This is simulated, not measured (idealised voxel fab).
The process module that follows is named voxel transistor to metal.
The width of the displayed cross-section, cut, is 270 nm; its cells are square, with a size of 5 nm.
If you're reading a cross-section in this doc, picture square cells in a grid; it comes to you as bands, top ones listed first down to the bottom, and a band can be one or more rows of cells. It is stipulated that each band's entry specify, in nanometres, the height of the top of the band and then that of its bottom, followed by the materials of the band in left-to-right sequence, each together with its width in nanometres. A single material marked by the word "throughout" is understood to fill the band from edge to edge; the word "empty" is understood to denote empty space. Zero point of the height axis is 0; under it, received wafer = one material. Lowest band: continues down indefinitely, "from 0 down". Top row gets the first number, bottom row gets the second, and each row in between changes by the same step: that is how a band width like "30 to 40" works. "nothing changed" (step): cross-section cells unchanged, all of them. "Sealed internal cavities": empty spaces of 8 cells or more with no open way to the top, each given as width x height at distance, distance from the left edge, all in nm. Text after the settings on a step's line: the simulator's own remark on that step. overlay nm: for a step with a mask, the amount by which the mask lay right of where it was planned; a negative amount means left of it.

-- This section lists the process steps that were planned
1. RECEIVE | material Si
2. CONFORMAL_DEP | material SiO2 | thk nm 5
3. CONFORMAL_DEP | material SiN | thk nm 15
4. DIRECTIONAL_DEP | material aC | thk nm 10
5. PATTERN | tone cover | mask id ACTIVE | material resist | width nm 105 | pitch nm 125 | thk nm 30 | overlay nm 0
6. DIRECTIONAL_ETCH | etch materials aC | depth nm 10
7. STRIP | etch materials resist
8. DIRECTIONAL_ETCH | etch materials SiN | depth nm 15
9. DIRECTIONAL_ETCH | etch materials SiO2 | depth nm 5
10. DIRECTIONAL_ETCH | etch materials Si | depth nm 20
11. STRIP | etch materials aC
12. FILL_DEP | material SiO2 | thk nm 10
13. CMP | height nm 20
14. SELECTIVE_ETCH | etch materials SiO2 | depth nm 5
15. STRIP | etch materials SiN
16. SELECTIVE_ETCH | etch materials SiO2 | depth nm 5
17. OXIDIZE | depth nm 5
18. DIRECTIONAL_DEP | material polySi | thk nm 25
19. DIRECTIONAL_DEP | material SiCN | thk nm 15
20. MASKED_ETCH | tone cover | mask id GATE | width nm 25 | pitch nm 125 | etch materials SiCN | depth nm 25 | overlay nm 0
21. MASKED_ETCH | tone cover | mask id GATE | width nm 25 | pitch nm 125 | etch materials polySi | depth nm 35 | overlay nm 0
22. CONFORMAL_DEP | material SiN | thk nm 5
23. DIRECTIONAL_ETCH | etch materials SiN | depth nm 5
24. DIRECTIONAL_ETCH | etch materials SiO2 | depth nm 5
25. DIRECTIONAL_ETCH | etch materials Si | depth nm 10
26. EPI | material nSi | thk nm 10
27. FILL_DEP | material SiO2 | thk nm 5
28. CMP | height nm 25
29. STRIP | etch materials polySi
30. SELECTIVE_ETCH | etch materials SiO2 | depth nm 5
31. CONFORMAL_DEP | material HfO2 | thk nm 5
32. CONFORMAL_DEP | material TiN | thk nm 5
33. FILL_DEP | material W | thk nm 5
34. CMP | height nm 20
35. DIRECTIONAL_DEP | material SiO2 | thk nm 10
36. PATTERN | tone open | mask id CONTACT | material resist | width nm 15 | thk nm 20 | overlay nm 0
37. DIRECTIONAL_ETCH | etch materials SiO2 | depth nm 35
38. STRIP | etch materials resist
39. CONFORMAL_DEP | material TiN | thk nm 5
40. FILL_DEP | material Ru | thk nm 10
41. CMP | height nm 30
42. DIRECTIONAL_DEP | material TiN | thk nm 5
43. DIRECTIONAL_DEP | material Ru | thk nm 15
44. MASKED_ETCH | tone cover | mask id METAL_1 | width nm 15 | etch materials Ru | depth nm 15 | overlay nm 0
45. MASKED_ETCH | tone cover | mask id METAL_1 | width nm 15 | etch materials TiN | depth nm 5 | overlay nm 0
46. CONFORMAL_DEP | material SiCN | thk nm 5
47. FILL_DEP | material lowk | thk nm 5
48. CMP | height nm 50
49. CONFORMAL_DEP | material SiCN | thk nm 5

-- Wafer at receipt (post step 1), cross-section
  from 0 down  Si throughout
  Sealed internal cavities: none

-- As-planned run: cross-section of the first of two wafers at end of module
  from 55 to 50  SiCN throughout
  from 50 to 35  lowk 25, SiCN 5, Ru 15, SiCN 5, lowk 45, SiCN 5, Ru 15, SiCN 5, lowk 30, SiCN 5, Ru 15, SiCN 5, lowk 45, SiCN 5, Ru 15, SiCN 5, lowk 25
  from 35 to 30  SiCN 30, TiN 15, SiCN 55, TiN 15, SiCN 40, TiN 15, SiCN 55, TiN 15, SiCN 30
  from 30 to 20  SiO2 30, TiN 5, Ru 5, TiN 5, SiO2 55, TiN 5, Ru 5, TiN 5, SiO2 40, TiN 5, Ru 5, TiN 5, SiO2 55, TiN 5, Ru 5, TiN 5, SiO2 30
  from 20 to 10  SiO2 30, TiN 5, Ru 5, TiN 5, SiO2 10, SiN 5, HfO2 5, TiN 5, W 5, TiN 5, HfO2 5, SiN 5, SiO2 10, TiN 5, Ru 5, TiN 5, SiO2 40, TiN 5, Ru 5, TiN 5, SiO2 10, SiN 5, HfO2 5, TiN 5, W 5, TiN 5, HfO2 5, SiN 5, SiO2 10, TiN 5, Ru 5, TiN 5, SiO2 30
  from 10 to 5  SiO2 15, SiN 5, SiO2 10, TiN 5, Ru 5, TiN 5, SiO2 10, SiN 5, HfO2 5, TiN 5, W 5, TiN 5, HfO2 5, SiN 5, SiO2 10, TiN 5, Ru 5, TiN 5, SiO2 10, SiN 5, SiO2 10, SiN 5, SiO2 10, TiN 5, Ru 5, TiN 5, SiO2 10, SiN 5, HfO2 5, TiN 5, W 5, TiN 5, HfO2 5, SiN 5, SiO2 10, TiN 5, Ru 5, TiN 5, SiO2 10, SiN 5, SiO2 15
  from 5 to 0  SiO2 15, SiN 5, SiO2 10, TiN 5, Ru 5, TiN 5, nSi 10, SiN 5, HfO2 5, TiN 15, HfO2 5, SiN 5, nSi 10, TiN 5, Ru 5, TiN 5, SiO2 10, SiN 5, SiO2 10, SiN 5, SiO2 10, TiN 5, Ru 5, TiN 5, nSi 10, SiN 5, HfO2 5, TiN 15, HfO2 5, SiN 5, nSi 10, TiN 5, Ru 5, TiN 5, SiO2 10, SiN 5, SiO2 15
  from 0 to -5  SiO2 30, TiN 15, nSi 10, HfO2 35, nSi 10, TiN 15, SiO2 40, TiN 15, nSi 10, HfO2 35, nSi 10, TiN 15, SiO2 30
  from -5 to -15  SiO2 20, nSi 35, Si 35, nSi 35, SiO2 20, nSi 35, Si 35, nSi 35, SiO2 20
  from -15 to -20  SiO2 20, Si 105, SiO2 20, Si 105, SiO2 20
  from -20 down  Si throughout
  Sealed internal cavities: none

-- second wafer at the end: like start, like plan, one mistake
  from 55 to 50  SiCN throughout
  from 50 to 35  lowk 25, SiCN 5, Ru 15, SiCN 5, lowk 45, SiCN 5, Ru 15, SiCN 5, lowk 30, SiCN 5, Ru 15, SiCN 5, lowk 45, SiCN 5, Ru 15, SiCN 5, lowk 25
  from 35 to 30  SiCN 30, TiN 15, SiCN 55, TiN 15, SiCN 40, TiN 15, SiCN 55, TiN 15, SiCN 30
  from 30 to 0  SiO2 30, TiN 5, Ru 5, TiN 5, SiO2 55, TiN 5, Ru 5, TiN 5, SiO2 40, TiN 5, Ru 5, TiN 5, SiO2 55, TiN 5, Ru 5, TiN 5, SiO2 30
  from 0 to -5  SiO2 30, TiN 15, SiO2 55, TiN 15, SiO2 40, TiN 15, SiO2 55, TiN 15, SiO2 30
  from -5 to -20  SiO2 20, Si 105, SiO2 20, Si 105, SiO2 20
  from -20 down  Si throughout
  Sealed internal cavities: none
Misprocessing identified: for step 18, the planned setting was not used; the step was instead run as DIRECTIONAL_DEP | material SiO2 | thk nm 25
FYI, end of process, the second wafer has more or fewer cells of some materials than the first: HfO2: 30 fewer; Si: 56 more; SiN: 24 fewer; SiO2: 94 more; TiN: 18 fewer; W: 6 fewer; nSi: 72 fewer
